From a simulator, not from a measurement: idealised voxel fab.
The following is a process module called voxel wiring stack.
Xsec cut, 205 nm wide, square cell size 5 nm.
Heads up, the way a cross-section reads in here is a grid of square cells, handed over as bands from the top down, with every band being one or more rows of cells. This entry defines a band. It first specifies the height of the band's top and the height of its bottom in nm, and then specifies the band's materials from left to right, stating each material with its width in nm. The word "all across" identifies a single material that fills the band from edge to edge, while the word "air" identifies empty space. Heights from 0 (as-received wafer is one material below). Bottom band endless downward, as "0 down". Note: "30..40" means the width goes from the first number (top row of the band) to the second number (bottom row) in equal steps per row of cells. Step note "same as before" = no cross-section cell changed. The list in "Enclosed void catalog" covers empty spaces of 8 cells or more that cannot reach the top through any open way, and it gives each as width x height at distance; the distance is from the left edge, and width, height and distance are in nm. What comes after the settings on a step's line is commentary from the simulator itself on that step. overlay nm: right-of-plan distance of the mask on a masked step; negative values mean left-of-plan.

Plan:
1 RECEIVE: material Si
2 CONFORMAL_DEP: material SiO2, thk nm 10
3 CONFORMAL_DEP: material SiCN, thk nm 5
4 DIRECTIONAL_DEP: material SiO2, thk nm 25
5 PATTERN: tone open, mask id METAL_1, material resist, width nm 25, pitch nm 40, thk nm 15, overlay nm 0
6 DIRECTIONAL_ETCH: etch materials SiO2, depth nm 25
7 DIRECTIONAL_ETCH: etch materials SiCN, depth nm 5
8 STRIP: etch materials resist
9 CONFORMAL_DEP: material TiN, thk nm 5
10 FILL_DEP: material Cu, thk nm 5
11 CMP: height nm 40
12 EPI: material Ru, thk nm 5
13 FILL_DEP: material SiCN, thk nm 5
14 DIRECTIONAL_DEP: material SiO2, thk nm 10
15 MASKED_ETCH: tone open, mask id PLUG_1, width nm 15, pitch nm 40, etch materials SiO2, depth nm 10, overlay nm 0
16 MASKED_ETCH: tone open, mask id PLUG_1, width nm 15, pitch nm 40, etch materials SiCN, depth nm 5, overlay nm 0
17 EPI: material Ru, thk nm 10
18 EPI: material Ru, thk nm 5
19 CONFORMAL_DEP: material SiN, thk nm 5
20 DIRECTIONAL_DEP: material SiO2, thk nm 25
21 MASKED_ETCH: tone open, mask id METAL_2, width nm 25, pitch nm 40, etch materials SiO2, depth nm 25, overlay nm 0
22 MASKED_ETCH: tone open, mask id METAL_2, width nm 25, pitch nm 40, etch materials SiN, depth nm 5, overlay nm 0
23 CONFORMAL_DEP: material TiN, thk nm 5
24 FILL_DEP: material Cu, thk nm 5
25 CMP: height nm 90
26 CONFORMAL_DEP: material SiCN, thk nm 5
27 DIRECTIONAL_DEP: material lowk, thk nm 15
28 MASKED_ETCH: tone open, mask id PLUG_2, width nm 15, pitch nm 40, etch materials lowk, depth nm 15, overlay nm 0
29 MASKED_ETCH: tone open, mask id PLUG_2, width nm 15, pitch nm 40, etch materials SiCN, depth nm 5, overlay nm 0
30 EPI: material Ru, thk nm 10
31 EPI: material Ru, thk nm 10
32 CONFORMAL_DEP: material SiCN, thk nm 5
33 DIRECTIONAL_DEP: material lowk, thk nm 20
34 DIRECTIONAL_DEP: material aC, thk nm 15
35 PATTERN: tone open, mask id METAL_3, material resist, width nm 25, pitch nm 40, thk nm 35, overlay nm 0
36 DIRECTIONAL_ETCH: etch materials aC, depth nm 15
37 STRIP: etch materials resist
38 DIRECTIONAL_ETCH: etch materials lowk, depth nm 20
39 DIRECTIONAL_ETCH: etch materials SiCN, depth nm 5
40 STRIP: etch materials aC
41 CONFORMAL_DEP: material TiN, thk nm 5
42 FILL_DEP: material Cu, thk nm 10
43 CMP: height nm 135
44 CONFORMAL_DEP: material SiN, thk nm 5

Received-state cross-section, reflecting completion of step 1:
    0 down | Si all across
    Enclosed void catalog: none

Starting structure and process plan are as shown above, but one mistake was made in running the module; the wafer cross-section at the end of the module follows:
    140 to 135 | SiN all across
    135 to 115 | 30 lowk  5 TiN  15 Cu  5 TiN  15 lowk  5 TiN  15 Cu  5 TiN  15 lowk  5 TiN  15 Cu  5 TiN  15 lowk  5 TiN  15 Cu  5 TiN  30 lowk
    115 to 110 | 30 SiCN  25 TiN  15 SiCN  25 TiN  15 SiCN  25 TiN  15 SiCN  25 TiN  30 SiCN
    110 to 95 | 30 lowk  15 Ru  25 lowk  15 Ru  25 lowk  15 Ru  25 lowk  15 Ru  40 lowk
    95 to 90 | 30 SiCN  15 Ru  25 SiCN  15 Ru  25 SiCN  15 Ru  25 SiCN  15 Ru  40 SiCN
    90 to 70 | 30 SiO2  5 TiN  15 Cu  5 TiN  15 SiO2  5 TiN  15 Cu  5 TiN  15 SiO2  5 TiN  15 Cu  5 TiN  15 SiO2  5 TiN  15 Cu  5 TiN  30 SiO2
    70 to 65 | 30 SiO2  15 TiN  5 Cu  5 TiN  15 SiO2  15 TiN  5 Cu  5 TiN  15 SiO2  15 TiN  5 Cu  5 TiN  15 SiO2  15 TiN  5 Cu  5 TiN  30 SiO2
    65 to 60 | 40 SiN  15 TiN  25 SiN  15 TiN  25 SiN  15 TiN  25 SiN  15 TiN  30 SiN
    60 to 50 | 30 SiO2  15 Ru  25 SiO2  15 Ru  25 SiO2  15 Ru  25 SiO2  15 Ru  40 SiO2
    50 to 40 | 30..25 SiCN  15..35 Ru  25..5 SiCN  15..35 Ru  25..5 SiCN  15..35 Ru  25..5 SiCN  15..35 Ru  40..25 SiCN
    40 to 15 | 30 SiO2  5 TiN  15 Cu  5 TiN  15 SiO2  5 TiN  15 Cu  5 TiN  15 SiO2  5 TiN  15 Cu  5 TiN  15 SiO2  5 TiN  15 Cu  5 TiN  30 SiO2
    15 to 10 | 30 SiCN  25 TiN  15 SiCN  25 TiN  15 SiCN  25 TiN  15 SiCN  25 TiN  30 SiCN
    10 to 0 | SiO2 all across
    0 down | Si all across
    Enclosed void catalog: none
It is concluded that the wafer was processed incorrectly with respect to the plan, in that it should be noted that step 22 was executed with settings other than those planned, the operation and settings actually applied being MASKED_ETCH: tone open, mask id METAL_2, width nm 25, pitch nm 40, etch materials SiN, depth nm 5, overlay nm 10
